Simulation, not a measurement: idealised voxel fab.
process module | voxel transistor to metal
cross-section cut | 160 nm wide | cells 5 nm
A cross-section is a grid of square cells, given in bands from the top down. A band is one or more rows of cells.
Each band's line starts with the height of the band's top and of its bottom, in nm. Then come its materials from left to right, each with its width in nm. One material with "throughout" fills the band from edge to edge. "air" is empty space.
Height 0 is the level under which the wafer as received is all one material. The lowest band goes on downwards, as in "0 down".
A width such as "30 to 40" changes by the same amount from each row of cells to the next, from the band's top row to its bottom row.
"no change" after a step means that no cell of the cross-section changed.
closed voids: empty space of 8 cells or more with no open way to the top, each as width x height at its distance from the left edge, in nm
after a step's settings: what the simulator itself notes on the step
overlay nm, on a step with a mask: how far to the right of its planned place the mask lay; to the left if negative
plan
1 op RECEIVE | material Si
2 op OXIDIZE | depth nm 5
3 op CONFORMAL_DEP | material SiN | thk nm 10
4 op MASKED_ETCH | tone cover | mask id ACTIVE | width nm 110 | etch materials SiN | depth nm 10 | overlay nm 0
5 op MASKED_ETCH | tone cover | mask id ACTIVE | width nm 110 | etch materials SiO2 | depth nm 5 | overlay nm 0
6 op MASKED_ETCH | tone cover | mask id ACTIVE | width nm 110 | etch materials Si | depth nm 25 | overlay nm 0
7 op FILL_DEP | material SiO2 | thk nm 5
8 op CMP | height nm 10
9 op SELECTIVE_ETCH | etch materials SiO2 | depth nm 5
10 op STRIP | etch materials SiN
11 op SELECTIVE_ETCH | etch materials SiO2 | depth nm 5
12 op OXIDIZE | depth nm 5
13 op DIRECTIONAL_DEP | material polySi | thk nm 20
14 op DIRECTIONAL_DEP | material SiCN | thk nm 15
15 op PATTERN | tone cover | mask id GATE | material resist | width nm 30 | thk nm 15 | overlay nm 0
16 op DIRECTIONAL_ETCH | etch materials SiCN | depth nm 25
17 op DIRECTIONAL_ETCH | etch materials polySi | depth nm 30
18 op STRIP | etch materials resist
19 op CONFORMAL_DEP | material SiO2 | thk nm 5
20 op DIRECTIONAL_ETCH | etch materials SiO2 | depth nm 5
21 op CONFORMAL_DEP | material SiN | thk nm 10
22 op DIRECTIONAL_ETCH | etch materials SiN | depth nm 10
23 op DIRECTIONAL_ETCH | etch materials SiO2 | depth nm 5
24 op EPI | material nSi | thk nm 5
25 op FILL_DEP | material SiO2 | thk nm 5
26 op CMP | height nm 15
27 op STRIP | etch materials polySi
28 op SELECTIVE_ETCH | etch materials SiO2 | depth nm 5
29 op CONFORMAL_DEP | material HfO2 | thk nm 5
30 op CONFORMAL_DEP | material TiN | thk nm 5
31 op FILL_DEP | material W | thk nm 5
32 op CMP | height nm 10
33 op DIRECTIONAL_DEP | material SiO2 | thk nm 10
34 op MASKED_ETCH | tone open | mask id CONTACT | width nm 20 | pitch nm 80 | etch materials SiO2 | depth nm 25 | overlay nm 0
35 op CONFORMAL_DEP | material TiN | thk nm 5
36 op FILL_DEP | material W | thk nm 10
37 op CMP | height nm 20
38 op DIRECTIONAL_DEP | material TiN | thk nm 5
39 op DIRECTIONAL_DEP | material W | thk nm 25
40 op MASKED_ETCH | tone cover | mask id METAL_1 | width nm 20 | pitch nm 80 | etch materials W | depth nm 25 | overlay nm 0
41 op MASKED_ETCH | tone cover | mask id METAL_1 | width nm 20 | pitch nm 80 | etch materials TiN | depth nm 5 | overlay nm 0
42 op CONFORMAL_DEP | material SiCN | thk nm 5
43 op FILL_DEP | material lowk | thk nm 10
44 op CMP | height nm 50
45 op CONFORMAL_DEP | material SiCN | thk nm 5
first wafer, as planned
as received, after step 1
  0 down: Si throughout
  closed voids: none
after step 2
  0 to -5: SiO2 throughout
  below -5: unchanged
after step 3
  10 to 0: SiN throughout
  below 0: unchanged
after step 4
  10 to 0: air 25 | SiN 110 | air 25
  below 0: unchanged
after step 5
  10 to 0: air 25 | SiN 110 | air 25
  0 to -5: air 25 | SiO2 110 | air 25
  below -5: unchanged
after step 6
  10 to 0: air 25 | SiN 110 | air 25
  0 to -5: air 25 | SiO2 110 | air 25
  -5 to -30: air 25 | Si 110 | air 25
  below -30: unchanged
after step 7
  15 to 10: SiO2 throughout
  10 to 0: SiO2 25 | SiN 110 | SiO2 25
  0 to -5: SiO2 throughout
  -5 to -30: SiO2 25 | Si 110 | SiO2 25
  below -30: unchanged
after step 8
  10 to 0: SiO2 25 | SiN 110 | SiO2 25
  below 0: unchanged
after step 9
  10 to 5: air 25 | SiN 110 | air 25
  below 5: unchanged
after step 10
  5 to 0: SiO2 25 | air 110 | SiO2 25
  below 0: unchanged
after step 11
  0 to -5: SiO2 20 | air 120 | SiO2 20
  below -5: unchanged
after step 12
  0 to -5: SiO2 20 | air 120 | SiO2 20
  -5 to -10: SiO2 throughout
  below -10: unchanged
after step 13
  20 to 15: polySi 20 | air 120 | polySi 20
  15 to 0: polySi throughout
  0 to -5: SiO2 20 | polySi 120 | SiO2 20
  below -5: unchanged
after step 14
  35 to 30: SiCN 20 | air 120 | SiCN 20
  30 to 20: SiCN throughout
  20 to 15: polySi 20 | SiCN 120 | polySi 20
  below 15: unchanged
after step 15
  50 to 35: air 65 | resist 30 | air 65
  35 to 30: SiCN 20 | air 45 | resist 30 | air 45 | SiCN 20
  below 30: unchanged
after step 16
  50 to 30: air 65 | resist 30 | air 65
  30 to 20: air 65 | SiCN 30 | air 65
  20 to 15: polySi 20 | air 45 | SiCN 30 | air 45 | polySi 20
  below 15: unchanged
after step 17
  50 to 30: air 65 | resist 30 | air 65
  30 to 15: air 65 | SiCN 30 | air 65
  15 to 0: air 65 | polySi 30 | air 65
  0 to -5: SiO2 20 | air 45 | polySi 30 | air 45 | SiO2 20
  below -5: unchanged
after step 18
  30 to 15: air 65 | SiCN 30 | air 65
  below 15: unchanged
after step 19
  35 to 30: air 60 | SiO2 40 | air 60
  30 to 15: air 60 | SiO2 5 | SiCN 30 | SiO2 5 | air 60
  15 to 5: air 60 | SiO2 5 | polySi 30 | SiO2 5 | air 60
  5 to 0: SiO2 25 | air 35 | SiO2 5 | polySi 30 | SiO2 5 | air 35 | SiO2 25
  0 to -5: SiO2 65 | polySi 30 | SiO2 65
  below -5: unchanged
after step 20
  30 to 15: air 60 | SiO2 5 | SiCN 30 | SiO2 5 | air 60
  15 to 0: air 60 | SiO2 5 | polySi 30 | SiO2 5 | air 60
  0 to -5: SiO2 25 | air 35 | SiO2 5 | polySi 30 | SiO2 5 | air 35 | SiO2 25
  below -5: unchanged
after step 21
  40 to 30: air 50 | SiN 60 | air 50
  30 to 15: air 50 | SiN 10 | SiO2 5 | SiCN 30 | SiO2 5 | SiN 10 | air 50
  15 to 10: air 50 | SiN 10 | SiO2 5 | polySi 30 | SiO2 5 | SiN 10 | air 50
  10 to 5: SiN 35 | air 15 | SiN 10 | SiO2 5 | polySi 30 | SiO2 5 | SiN 10 | air 15 | SiN 35
  5 to 0: SiN 60 | SiO2 5 | polySi 30 | SiO2 5 | SiN 60
  0 to -5: SiO2 25 | SiN 35 | SiO2 5 | polySi 30 | SiO2 5 | SiN 35 | SiO2 25
  below -5: unchanged
after step 22
  30 to 15: air 50 | SiN 10 | SiO2 5 | SiCN 30 | SiO2 5 | SiN 10 | air 50
  15 to 0: air 50 | SiN 10 | SiO2 5 | polySi 30 | SiO2 5 | SiN 10 | air 50
  0 to -5: SiO2 25 | SiN 10 | air 15 | SiN 10 | SiO2 5 | polySi 30 | SiO2 5 | SiN 10 | air 15 | SiN 10 | SiO2 25
  below -5: unchanged
after step 23
  30 to 25: air 50 | SiN 10 | air 5 | SiCN 30 | air 5 | SiN 10 | air 50
  25 to 15: air 50 | SiN 10 | SiO2 5 | SiCN 30 | SiO2 5 | SiN 10 | air 50
  15 to 0: air 50 | SiN 10 | SiO2 5 | polySi 30 | SiO2 5 | SiN 10 | air 50
  0 to -5: air 25 | SiN 10 | air 15 | SiN 10 | SiO2 5 | polySi 30 | SiO2 5 | SiN 10 | air 15 | SiN 10 | air 25
  -5 to -10: SiO2 35 | air 15 | SiO2 60 | air 15 | SiO2 35
  below -10: unchanged
after step 24
  30 to 25: air 50 | SiN 10 | air 5 | SiCN 30 | air 5 | SiN 10 | air 50
  25 to 15: air 50 | SiN 10 | SiO2 5 | SiCN 30 | SiO2 5 | SiN 10 | air 50
  15 to 0: air 50 | SiN 10 | SiO2 5 | polySi 30 | SiO2 5 | SiN 10 | air 50
  0 to -5: air 25 | SiN 10 | air 15 | SiN 10 | SiO2 5 | polySi 30 | SiO2 5 | SiN 10 | air 15 | SiN 10 | air 25
  -5 to -10: SiO2 35 | nSi 15 | SiO2 60 | nSi 15 | SiO2 35
  below -10: unchanged
after step 25
  35 to 30: SiO2 throughout
  30 to 15: SiO2 50 | SiN 10 | SiO2 5 | SiCN 30 | SiO2 5 | SiN 10 | SiO2 50
  15 to 0: SiO2 50 | SiN 10 | SiO2 5 | polySi 30 | SiO2 5 | SiN 10 | SiO2 50
  0 to -5: SiO2 25 | SiN 10 | SiO2 15 | SiN 10 | SiO2 5 | polySi 30 | SiO2 5 | SiN 10 | SiO2 15 | SiN 10 | SiO2 25
  below -5: unchanged
after step 26
  15 to 0: SiO2 50 | SiN 10 | SiO2 5 | polySi 30 | SiO2 5 | SiN 10 | SiO2 50
  below 0: unchanged
after step 27
  15 to 0: SiO2 50 | SiN 10 | SiO2 5 | air 30 | SiO2 5 | SiN 10 | SiO2 50
  0 to -5: SiO2 25 | SiN 10 | SiO2 15 | SiN 10 | SiO2 5 | air 30 | SiO2 5 | SiN 10 | SiO2 15 | SiN 10 | SiO2 25
  below -5: unchanged
after step 28
  15 to 10: air 50 | SiN 10 | air 40 | SiN 10 | air 50
  10 to 0: SiO2 50 | SiN 10 | air 40 | SiN 10 | SiO2 50
  0 to -5: SiO2 25 | SiN 10 | SiO2 15 | SiN 10 | air 40 | SiN 10 | SiO2 15 | SiN 10 | SiO2 25
  -5 to -10: SiO2 35 | nSi 15 | SiO2 10 | air 40 | SiO2 10 | nSi 15 | SiO2 35
  below -10: unchanged
after step 29
  20 to 15: air 45 | HfO2 20 | air 30 | HfO2 20 | air 45
  15 to 10: HfO2 50 | SiN 10 | HfO2 5 | air 30 | HfO2 5 | SiN 10 | HfO2 50
  10 to 0: SiO2 50 | SiN 10 | HfO2 5 | air 30 | HfO2 5 | SiN 10 | SiO2 50
  0 to -5: SiO2 25 | SiN 10 | SiO2 15 | SiN 10 | HfO2 5 | air 30 | HfO2 5 | SiN 10 | SiO2 15 | SiN 10 | SiO2 25
  -5 to -10: SiO2 35 | nSi 15 | SiO2 10 | HfO2 40 | SiO2 10 | nSi 15 | SiO2 35
  below -10: unchanged
after step 30
  25 to 20: air 40 | TiN 30 | air 20 | TiN 30 | air 40
  20 to 15: TiN 45 | HfO2 20 | TiN 5 | air 20 | TiN 5 | HfO2 20 | TiN 45
  15 to 10: HfO2 50 | SiN 10 | HfO2 5 | TiN 5 | air 20 | TiN 5 | HfO2 5 | SiN 10 | HfO2 50
  10 to 0: SiO2 50 | SiN 10 | HfO2 5 | TiN 5 | air 20 | TiN 5 | HfO2 5 | SiN 10 | SiO2 50
  0 to -5: SiO2 25 | SiN 10 | SiO2 15 | SiN 10 | HfO2 5 | TiN 30 | HfO2 5 | SiN 10 | SiO2 15 | SiN 10 | SiO2 25
  below -5: unchanged
after step 31
  30 to 25: W throughout
  25 to 20: W 40 | TiN 30 | W 20 | TiN 30 | W 40
  20 to 15: TiN 45 | HfO2 20 | TiN 5 | W 20 | TiN 5 | HfO2 20 | TiN 45
  15 to 10: HfO2 50 | SiN 10 | HfO2 5 | TiN 5 | W 20 | TiN 5 | HfO2 5 | SiN 10 | HfO2 50
  10 to 0: SiO2 50 | SiN 10 | HfO2 5 | TiN 5 | W 20 | TiN 5 | HfO2 5 | SiN 10 | SiO2 50
  below 0: unchanged
after step 32
  10 to 0: SiO2 50 | SiN 10 | HfO2 5 | TiN 5 | W 20 | TiN 5 | HfO2 5 | SiN 10 | SiO2 50
  below 0: unchanged
after step 33
  20 to 10: SiO2 throughout
  below 10: unchanged
after step 34
  20 to 10: SiO2 30 | air 20 | SiO2 60 | air 20 | SiO2 30
  10 to 0: SiO2 30 | air 20 | SiN 10 | HfO2 5 | TiN 5 | W 20 | TiN 5 | HfO2 5 | SiN 10 | air 20 | SiO2 30
  0 to -5: SiO2 25 | SiN 10 | air 15 | SiN 10 | HfO2 5 | TiN 30 | HfO2 5 | SiN 10 | air 15 | SiN 10 | SiO2 25
  below -5: unchanged
after step 35
  25 to 20: TiN 35 | air 10 | TiN 70 | air 10 | TiN 35
  20 to 10: SiO2 30 | TiN 5 | air 10 | TiN 5 | SiO2 60 | TiN 5 | air 10 | TiN 5 | SiO2 30
  10 to 0: SiO2 30 | TiN 5 to 10 | air 10 to 5 | TiN 5 | SiN 10 | HfO2 5 | TiN 5 | W 20 | TiN 5 | HfO2 5 | SiN 10 | TiN 5 | air 10 to 5 | TiN 5 to 10 | SiO2 30
  0 to -5: SiO2 25 | SiN 10 | TiN 15 | SiN 10 | HfO2 5 | TiN 30 | HfO2 5 | SiN 10 | TiN 15 | SiN 10 | SiO2 25
  below -5: unchanged
after step 36
  35 to 25: W throughout
  25 to 20: TiN 35 | W 10 | TiN 70 | W 10 | TiN 35
  20 to 10: SiO2 30 | TiN 5 | W 10 | TiN 5 | SiO2 60 | TiN 5 | W 10 | TiN 5 | SiO2 30
  10 to 0: SiO2 30 | TiN 5 to 10 | W 10 to 5 | TiN 5 | SiN 10 | HfO2 5 | TiN 5 | W 20 | TiN 5 | HfO2 5 | SiN 10 | TiN 5 | W 10 to 5 | TiN 5 to 10 | SiO2 30
  below 0: unchanged
after step 37
  20 to 10: SiO2 30 | TiN 5 | W 10 | TiN 5 | SiO2 60 | TiN 5 | W 10 | TiN 5 | SiO2 30
  below 10: unchanged
after step 38
  25 to 20: TiN throughout
  below 20: unchanged
after step 39
  50 to 25: W throughout
  below 25: unchanged
after step 40
  50 to 25: air 30 | W 20 | air 60 | W 20 | air 30
  below 25: unchanged
after step 41
  50 to 25: air 30 | W 20 | air 60 | W 20 | air 30
  25 to 20: air 30 | TiN 20 | air 60 | TiN 20 | air 30
  below 20: unchanged
after step 42
  55 to 50: air 25 | SiCN 30 | air 50 | SiCN 30 | air 25
  50 to 25: air 25 | SiCN 5 | W 20 | SiCN 5 | air 50 | SiCN 5 | W 20 | SiCN 5 | air 25
  25 to 20: SiCN 30 | TiN 20 | SiCN 60 | TiN 20 | SiCN 30
  below 20: unchanged
after step 43
  65 to 55: lowk throughout
  55 to 50: lowk 25 | SiCN 30 | lowk 50 | SiCN 30 | lowk 25
  50 to 25: lowk 25 | SiCN 5 | W 20 | SiCN 5 | lowk 50 | SiCN 5 | W 20 | SiCN 5 | lowk 25
  below 25: unchanged
after step 44
  50 to 25: lowk 25 | SiCN 5 | W 20 | SiCN 5 | lowk 50 | SiCN 5 | W 20 | SiCN 5 | lowk 25
  below 25: unchanged
after step 45
  55 to 50: SiCN throughout
  below 50: unchanged
second wafer: like start, like plan, one mistake. Through step 36 it matches the first wafer
when step 37 should have ended
  10 to 0: SiO2 30 | TiN 5 to 10 | W 10 to 5 | TiN 5 | SiN 10 | HfO2 5 | TiN 5 | W 20 | TiN 5 | HfO2 5 | SiN 10 | TiN 5 | W 10 to 5 | TiN 5 to 10 | SiO2 30
  below 0: unchanged
when step 38 should have ended
  15 to 10: TiN throughout
  below 10: unchanged
when step 39 should have ended
  40 to 15: W throughout
  below 15: unchanged
when step 40 should have ended
  40 to 15: air 30 | W 20 | air 60 | W 20 | air 30
  below 15: unchanged
when step 41 should have ended
  40 to 15: air 30 | W 20 | air 60 | W 20 | air 30
  15 to 10: air 30 | TiN 20 | air 60 | TiN 20 | air 30
  below 10: unchanged
when step 42 should have ended
  45 to 40: air 25 | SiCN 30 | air 50 | SiCN 30 | air 25
  40 to 15: air 25 | SiCN 5 | W 20 | SiCN 5 | air 50 | SiCN 5 | W 20 | SiCN 5 | air 25
  15 to 10: SiCN 30 | TiN 20 | SiCN 60 | TiN 20 | SiCN 30
  below 10: unchanged
when step 43 should have ended
  55 to 45: lowk throughout
  45 to 40: lowk 25 | SiCN 30 | lowk 50 | SiCN 30 | lowk 25
  40 to 15: lowk 25 | SiCN 5 | W 20 | SiCN 5 | lowk 50 | SiCN 5 | W 20 | SiCN 5 | lowk 25
  below 15: unchanged
when step 44 should have ended
  50 to 45: lowk throughout
  below 45: unchanged
when step 45 should have ended
  55 to 50: SiCN throughout
  below 50: unchanged
what went wrong: step 37 ran as: op CMP | height nm 10
at the end the second wafer has, in cells: 12 more of SiCN | 48 fewer of SiO2 | 8 fewer of TiN | 8 fewer of W | 52 more of lowk
